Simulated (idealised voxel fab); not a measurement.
You're looking at the process module voxel spacer lines.
Displayed cross-section: cut, width of 295 nm, square cells sized 5 nm.
Square cells in a grid make up a cross-section in this document, and the grid is given as bands, listed from the top down, each one or more rows of cells.
Read a band's entry like this: the first values are the height of its top and the height of its bottom in nm, and what follows is the sequence of materials from left to right, each with its width in nm. Note that "air" is empty space, and that a single material marked "all across" reaches across the band from edge to edge.
Heights from 0 (as-received wafer is one material below). Bottom band endless downward, as "z 0 and below".
When a width is written as two numbers, as in "30..40", the first number is the width in the top row of cells of the band and the second is the width in its bottom row, and the width changes by the same amount from each row to the next.
Where the words "no change" appear for a step, the cross-section shows no cell changed by that step; every cell remained as before.
"Listed closed voids" enumerates empty spaces isolated from the top, with no open way to it, that contain at least 8 cells, giving each as width x height at distance from the left edge, all three in nm.
Formally, on a step line, whatever follows the settings is a remark that the simulator itself makes on the step.
overlay nm: on a step with a mask, how far right of its planned place the mask lay; negative means left.

**Listed below are the process steps as planned**
1) RECEIVE: material Si
2) CONFORMAL_DEP: material SiO2, thk nm 5
3) DIRECTIONAL_DEP: material W, thk nm 15
4) DIRECTIONAL_DEP: material polySi, thk nm 20
5) PATTERN: tone cover, mask id MANDREL, material resist, width nm 15, pitch nm 60, thk nm 25, overlay nm 0
6) DIRECTIONAL_ETCH: etch materials polySi, depth nm 20
7) STRIP: etch materials resist
8) CONFORMAL_DEP: material SiN, thk nm 15
9) DIRECTIONAL_ETCH: etch materials SiN, depth nm 15
10) STRIP: etch materials polySi
11) DIRECTIONAL_ETCH: etch materials W, depth nm 15
12) STRIP: etch materials SiN

**First of the two wafers, run per plan**

**Incoming wafer in cross-section (state: after step 1)**
> z 0 and below = Si all across
> Listed closed voids: none

**after step 2**
> z 5 to 0 = SiO2 all across
> Lower than 0, everything is as it was.

**after step 3**
> z 20 to 5 = W all across
> Lower than 5, everything is as it was.

**after step 4**
> z 40 to 20 = polySi all across
> Lower than 20, everything is as it was.

**after step 5**
> z 65 to 40 = 80 of air, 15 of resist, 45 of air, 15 of resist, 45 of air, 15 of resist, 80 of air
> Lower than 40, everything is as it was.

**after step 6**
> z 65 to 40 = 80 of air, 15 of resist, 45 of air, 15 of resist, 45 of air, 15 of resist, 80 of air
> z 40 to 20 = 80 of air, 15 of polySi, 45 of air, 15 of polySi, 45 of air, 15 of polySi, 80 of air
> Lower than 20, everything is as it was.

**after step 7**
> z 40 to 20 = 80 of air, 15 of polySi, 45 of air, 15 of polySi, 45 of air, 15 of polySi, 80 of air
> Lower than 20, everything is as it was.

**after step 8**
> z 55 to 40 = 65 of air, 45 of SiN, 15 of air, 45 of SiN, 15 of air, 45 of SiN, 65 of air
> z 40 to 35 = 65 of air, 15 of SiN, 15 of polySi, 15 of SiN, 15 of air, 15 of SiN, 15 of polySi, 15 of SiN, 15 of air, 15 of SiN, 15 of polySi, 15 of SiN, 65 of air
> z 35 to 20 = 80 of SiN, 15 of polySi, 45 of SiN, 15 of polySi, 45 of SiN, 15 of polySi, 80 of SiN
> Lower than 20, everything is as it was.

**after step 9**
> z 40 to 20 = 65 of air, 15 of SiN, 15 of polySi, 15 of SiN, 15 of air, 15 of SiN, 15 of polySi, 15 of SiN, 15 of air, 15 of SiN, 15 of polySi, 15 of SiN, 65 of air
> Lower than 20, everything is as it was.

**after step 10**
> z 40 to 20 = 65 of air, 15 of SiN, 15 of air, 15 of SiN, 15 of air, 15 of SiN, 15 of air, 15 of SiN, 15 of air, 15 of SiN, 15 of air, 15 of SiN, 65 of air
> Lower than 20, everything is as it was.

**after step 11**
> z 40 to 20 = 65 of air, 15 of SiN, 15 of air, 15 of SiN, 15 of air, 15 of SiN, 15 of air, 15 of SiN, 15 of air, 15 of SiN, 15 of air, 15 of SiN, 65 of air
> z 20 to 5 = 65 of air, 15 of W, 15 of air, 15 of W, 15 of air, 15 of W, 15 of air, 15 of W, 15 of air, 15 of W, 15 of air, 15 of W, 65 of air
> Lower than 5, everything is as it was.

**after step 12**
> z 20 to 5 = 65 of air, 15 of W, 15 of air, 15 of W, 15 of air, 15 of W, 15 of air, 15 of W, 15 of air, 15 of W, 15 of air, 15 of W, 65 of air
> Lower than 5, everything is as it was.

**For the second wafer, take the first wafer's start and plan, then add one mistake made in running it; everything through step 9, that step included, is shared with the first**

**Second wafer, section view, time point: scheduled end of step 10**
> z 40 to 20 = 80 of air, 15 of polySi, 45 of air, 15 of polySi, 45 of air, 15 of polySi, 80 of air
> Lower than 20, everything is as it was.

**Second wafer, section view, time point: scheduled end of step 11**
> z 40 to 20 = 80 of air, 15 of polySi, 45 of air, 15 of polySi, 45 of air, 15 of polySi, 80 of air
> z 20 to 5 = 80 of air, 15 of W, 45 of air, 15 of W, 45 of air, 15 of W, 80 of air
> Lower than 5, everything is as it was.

Second wafer, section view, time point: scheduled end of step 12: no change
Deviation from plan: step 10 ran differently from the plan; actual operation with settings: STRIP: etch materials SiN
FYI, end of process, the second wafer has more or fewer cells of some materials than the first: -27 W; +36 polySi
